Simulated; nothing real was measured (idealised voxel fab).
process module | voxel gate over fins
cross-section cut | 280 nm wide | cells 5 nm
A cross-section is a grid of square cells, given in bands from the top down. A band is one or more rows of cells.
Each band's line starts with the height of the band's top and of its bottom, in nm. Then come its materials from left to right, each with its width in nm. One material with "throughout" fills the band from edge to edge. "air" is empty space.
Height 0 is the level under which the wafer as received is all one material. The lowest band goes on downwards, as in "0 down".
A width such as "30 to 40" changes by the same amount from each row of cells to the next, from the band's top row to its bottom row.
"no change" after a step means that no cell of the cross-section changed.
closed voids: empty space of 8 cells or more with no open way to the top, each as width x height at its distance from the left edge, in nm
after a step's settings: what the simulator itself notes on the step
overlay nm, on a step with a mask: how far to the right of its planned place the mask lay; to the left if negative
plan
1 op RECEIVE | material Si
2 op CONFORMAL_DEP | material SiN | thk nm 10
3 op DIRECTIONAL_DEP | material aC | thk nm 15
4 op PATTERN | tone cover | mask id FINS | material resist | width nm 15 | pitch nm 50 | thk nm 30 | overlay nm 0
5 op DIRECTIONAL_ETCH | etch materials aC | depth nm 15
6 op STRIP | etch materials resist
7 op DIRECTIONAL_ETCH | etch materials SiN | depth nm 10
8 op DIRECTIONAL_ETCH | etch materials Si | depth nm 30
9 op STRIP | etch materials aC
10 op OXIDIZE | depth nm 5
11 op FILL_DEP | material SiO2 | thk nm 15
12 op CMP | height nm 10
13 op MASKED_ETCH | tone open | mask id RAIL | width nm 15 | etch materials SiO2 | depth nm 35 | overlay nm 0
14 op CONFORMAL_DEP | material TiN | thk nm 5
15 op FILL_DEP | material W | thk nm 5
16 op CMP | height nm 10
17 op SELECTIVE_ETCH | etch materials W Ru TiN | depth nm 25
18 op FILL_DEP | material SiO2 | thk nm 5
19 op CMP | height nm 10
20 op SELECTIVE_ETCH | etch materials SiO2 | depth nm 20
21 op STRIP | etch materials SiN
22 op CONFORMAL_DEP | material HfO2 | thk nm 5
23 op CONFORMAL_DEP | material TiN | thk nm 5
24 op FILL_DEP | material W | thk nm 15
25 op CMP | height nm 20
26 op CONFORMAL_DEP | material SiN | thk nm 5
as received, after step 1
  0 down: Si throughout
  closed voids: none
first wafer at the end, as planned
  25 to 20: SiN throughout
  20 to 10: W throughout
  10 to 5: W 50 | TiN 25 | W 25 | TiN 25 | W 25 | TiN 25 | W 25 | TiN 25 | W 55
  5 to 0: W 50 | TiN 5 | HfO2 15 | TiN 5 | W 25 | TiN 5 | HfO2 15 | TiN 5 | W 25 | TiN 5 | HfO2 15 | TiN 5 | W 25 | TiN 5 | HfO2 15 | TiN 5 | W 55
  0 to -5: TiN 55 | HfO2 5 | Si 5 | HfO2 5 | TiN 35 | HfO2 5 | Si 5 | HfO2 5 | TiN 35 | HfO2 5 | Si 5 | HfO2 5 | TiN 35 | HfO2 5 | Si 5 | HfO2 5 | TiN 60
  -5 to -10: HfO2 60 | Si 5 | HfO2 45 | Si 5 | HfO2 45 | Si 5 | HfO2 45 | Si 5 | HfO2 65
  -10 to -15: SiO2 60 | Si 5 | SiO2 45 | Si 5 | SiO2 45 | Si 5 | SiO2 45 | Si 5 | SiO2 65
  -15 to -20: SiO2 60 | Si 5 | SiO2 15 | TiN 5 | W 5 | TiN 5 | SiO2 15 | Si 5 | SiO2 45 | Si 5 | SiO2 45 | Si 5 | SiO2 65
  -20 to -25: SiO2 60 | Si 5 | SiO2 15 | TiN 15 | SiO2 15 | Si 5 | SiO2 45 | Si 5 | SiO2 45 | Si 5 | SiO2 65
  -25 to -35: SiO2 60 | Si 5 | SiO2 45 | Si 5 | SiO2 45 | Si 5 | SiO2 45 | Si 5 | SiO2 65
  -35 down: Si throughout
  closed voids: none
second wafer at the end: like start, like plan, one mistake
  25 to 20: SiN throughout
  20 to 10: W throughout
  10 to 5: TiN 60 | W 5 | TiN 45 | W 5 | TiN 45 | W 5 | TiN 45 | W 5 | TiN 65
  5 to 0: HfO2 55 | TiN 5 | W 5 | TiN 5 | HfO2 35 | TiN 5 | W 5 | TiN 5 | HfO2 35 | TiN 5 | W 5 | TiN 5 | HfO2 35 | TiN 5 | W 5 | TiN 5 | HfO2 60
  0 to -5: Si 50 | HfO2 5 | TiN 15 | HfO2 5 | Si 25 | HfO2 5 | TiN 15 | HfO2 5 | Si 25 | HfO2 5 | TiN 15 | HfO2 5 | Si 25 | HfO2 5 | TiN 15 | HfO2 5 | Si 55
  -5 to -10: Si 50 | HfO2 25 | Si 25 | HfO2 25 | Si 25 | HfO2 25 | Si 25 | HfO2 25 | Si 55
  -10 to -35: Si 50 | SiO2 25 | Si 25 | SiO2 25 | Si 25 | SiO2 25 | Si 25 | SiO2 25 | Si 55
  -35 down: Si throughout
  closed voids: none
what went wrong: step 4 ran as: op PATTERN | tone open | mask id FINS | material resist | width nm 15 | pitch nm 50 | thk nm 30 | overlay nm 0
at the end the second wafer has, in cells: 224 more of Si | 154 fewer of SiO2 | 5 fewer of TiN | 65 fewer of W
